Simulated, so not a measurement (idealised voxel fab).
Process module in this document: voxel plated lines
This is section cut - it's 185 nm across, gridded in 5 nm square cells.
When this document writes out a cross-section, it uses a grid of square cells and lists it as bands, beginning at the top and moving down, with a band standing for one or more rows of cells.
First you get the band's top height and its bottom height, in nm, and then the materials it's made of, left to right, with each width in nm. If you see a single material with "everywhere", that one covers the band edge to edge. "blank" is empty space.
Where do heights start? At 0: under that level the wafer as delivered is made of one material only. And the lowest band has no floor; it just carries on downward, as in "0 nm and below".
When a width is written as two numbers, as in "30..40", the first number is the width in the top row of cells of the band and the second is the width in its bottom row, and the width changes by the same amount from each row to the next.
A step reported as "nothing got changed" is a step in which no cell of the cross-section changed.
Closed empty spaces (no open way to the top) of 8 cells or more are what "Internal closed voids" lists, each as width x height at distance from the left edge, nm for all three.
Step line, after settings: the simulator's comment on this step.
overlay nm: step with mask; distance mask lay right of planned place; negative value = left of planned place.

PLANNED STEP LIST FOR THE PROCESS
1 RECEIVE [material Si]
2 CONFORMAL_DEP [material Al2O3] [thk nm 5]
3 DIRECTIONAL_DEP [material TiN] [thk nm 5]
4 PATTERN [tone open] [mask id LINES] [material resist] [width nm 20] [pitch nm 40] [thk nm 20] [overlay nm 0]
5 EPI [material Ru] [thk nm 10]
6 STRIP [etch materials resist]
7 DIRECTIONAL_ETCH [etch materials TiN] [depth nm 5]
8 CONFORMAL_DEP [material SiN] [thk nm 5]

CROSS-SECTION OF THE INCOMING WAFER, STATE AFTER STEP 1
	0 nm and below  Si everywhere
	Internal closed voids: none

CROSS-SECTION TAKEN AT MODULE COMPLETION ON THE FIRST OF TWO WAFERS; PROCESSED PER THE PLAN
	25 nm to 20 nm  55 nm blank / 30 nm SiN / 10 nm blank / 30 nm SiN / 60 nm blank
	20 nm to 10 nm  55 nm blank / 5 nm SiN / 20 nm Ru / 5 nm SiN / 10 nm blank / 5 nm SiN / 20 nm Ru / 5 nm SiN / 60 nm blank
	10 nm to 5 nm  60 nm SiN / 20 nm TiN / 20 nm SiN / 20 nm TiN / 65 nm SiN
	5 nm to 0 nm  Al2O3 everywhere
	0 nm and below  Si everywhere
	Internal closed voids: none

SECOND WAFER OF THE TWO, SECTIONED AT THE END OF THE MODULE. IT BEGAN LIKE THE FIRST AND FOLLOWED THE SAME PLAN, BUT ONE MISTAKE WAS MADE WHILE RUNNING IT
	25 nm to 20 nm  60 nm blank / 25 nm SiN / 15 nm blank / 25 nm SiN / 60 nm blank
	20 nm to 10 nm  60 nm blank / 5 nm SiN / 15 nm Ru / 5 nm SiN / 15 nm blank / 5 nm SiN / 15 nm Ru / 5 nm SiN / 60 nm blank
	10 nm to 5 nm  65 nm SiN / 15 nm TiN / 25 nm SiN / 15 nm TiN / 65 nm SiN
	5 nm to 0 nm  Al2O3 everywhere
	0 nm and below  Si everywhere
	Internal closed voids: none
Error vs. plan: step 4 changed vs plan, executed as PATTERN [tone open] [mask id LINES] [material resist] [width nm 15] [pitch nm 40] [thk nm 20] [overlay nm 0]
Looking at both finished wafers in cells, the second ends up ahead of or behind the first on some materials: Ru: 4 fewer, TiN: 2 fewer
